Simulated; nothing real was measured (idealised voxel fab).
Name of the process module below: voxel self aligned vias
The cross-section on display is named cut; it measures 275 nm wide, and its cells are 5 nm squares.
If you're reading a cross-section in this doc, picture square cells in a grid; it comes to you as bands, top ones listed first down to the bottom, and a band can be one or more rows of cells. Quick guide to a band line: top height, bottom height (nm) up front; then every material left to right with its width in nm. Only one material and it's marked "full width"? Then it fills the band edge to edge. And "blank" just means empty space. Height reference: 0 = level under which incoming wafer is all one material. Lowest band: no bottom, runs on downward, e.g. "top 0, no bottom". Think of "30..40" as a width that walks from the first number to the second as you go down the band, top row to bottom row, taking equal-sized steps from row to row. "no modifications", as given for a step, is the statement that not any cell of the cross-section underwent a change during that step. Basically, "Sealed void inventory" tells you about the enclosed voids: empty spaces with no open way to the top, 8 cells or bigger, each written width x height at distance, where distance is from the left edge, all in nm. On each step's line, the part that comes after the settings is the simulator's own comment on the step. You can add "overlay nm" to a step's line. For a step with a mask, it describes how far the mask lay to the right of its planned position, and a negative number describes a lay to the left.

-- The planned process steps are enumerated hereunder
1: RECEIVE [material Si]
2: CONFORMAL_DEP [material SiO2] [thk nm 15]
3: CONFORMAL_DEP [material SiCN] [thk nm 5]
4: DIRECTIONAL_DEP [material SiO2] [thk nm 20]
5: PATTERN [tone open] [mask id LINES] [material resist] [width nm 20] [pitch nm 55] [thk nm 15] [overlay nm 0]
6: DIRECTIONAL_ETCH [etch materials SiO2] [depth nm 20]
7: STRIP [etch materials resist]
8: CONFORMAL_DEP [material TiN] [thk nm 5]
9: FILL_DEP [material Ru] [thk nm 5]
10: CMP [height nm 40]
11: SELECTIVE_ETCH [etch materials W Ru TiN] [depth nm 10]
12: FILL_DEP [material SiN] [thk nm 5]
13: CMP [height nm 40]
14: DIRECTIONAL_DEP [material SiO2] [thk nm 15]
15: MASKED_ETCH [tone open] [mask id VIAS] [width nm 30] [pitch nm 55] [etch materials SiO2] [depth nm 15] [overlay nm 0]
16: MASKED_ETCH [tone open] [mask id VIAS] [width nm 30] [pitch nm 55] [etch materials SiN] [depth nm 10] [overlay nm 0]
17: CONFORMAL_DEP [material TiN] [thk nm 5]
18: FILL_DEP [material W] [thk nm 5]
19: CMP [height nm 55]
20: CONFORMAL_DEP [material SiCN] [thk nm 5]

-- Received-state cross-section, reflecting completion of step 1
  top 0, no bottom  Si full width
  Sealed void inventory: none

-- Here's the wafer cut in cross-section after the module, started and planned just like above, except one thing was done wrong in the run
  top 60, bottom 55  SiCN full width
  top 55, bottom 45  SiO2=75 / TiN=5 / W=20 / TiN=5 / SiO2=25 / TiN=5 / W=20 / TiN=5 / SiO2=25 / TiN=5 / W=20 / TiN=5 / SiO2=60
  top 45, bottom 40  SiO2=75 / TiN=5 / W=5 / TiN=20 / SiO2=25 / TiN=5 / W=5 / TiN=20 / SiO2=25 / TiN=5 / W=5 / TiN=20 / SiO2=60
  top 40, bottom 35  SiO2=70 / SiN=5 / TiN=5 / W=5 / TiN=5 / SiO2=35 / SiN=5 / TiN=5 / W=5 / TiN=5 / SiO2=35 / SiN=5 / TiN=5 / W=5 / TiN=5 / SiO2=75
  top 35, bottom 30  SiO2=70 / SiN=5 / TiN=15 / SiO2=35 / SiN=5 / TiN=15 / SiO2=35 / SiN=5 / TiN=15 / SiO2=75
  top 30, bottom 25  SiO2=70 / TiN=5 / Ru=10 / TiN=5 / SiO2=35 / TiN=5 / Ru=10 / TiN=5 / SiO2=35 / TiN=5 / Ru=10 / TiN=5 / SiO2=75
  top 25, bottom 20  SiO2=70 / TiN=20 / SiO2=35 / TiN=20 / SiO2=35 / TiN=20 / SiO2=75
  top 20, bottom 15  SiCN full width
  top 15, bottom 0  SiO2 full width
  top 0, no bottom  Si full width
  Sealed void inventory: none
Misprocessing identified: step 15 went in with a setting other than planned; the actual run was MASKED_ETCH [tone open] [mask id VIAS] [width nm 30] [pitch nm 55] [etch materials SiO2] [depth nm 15] [overlay nm 10]
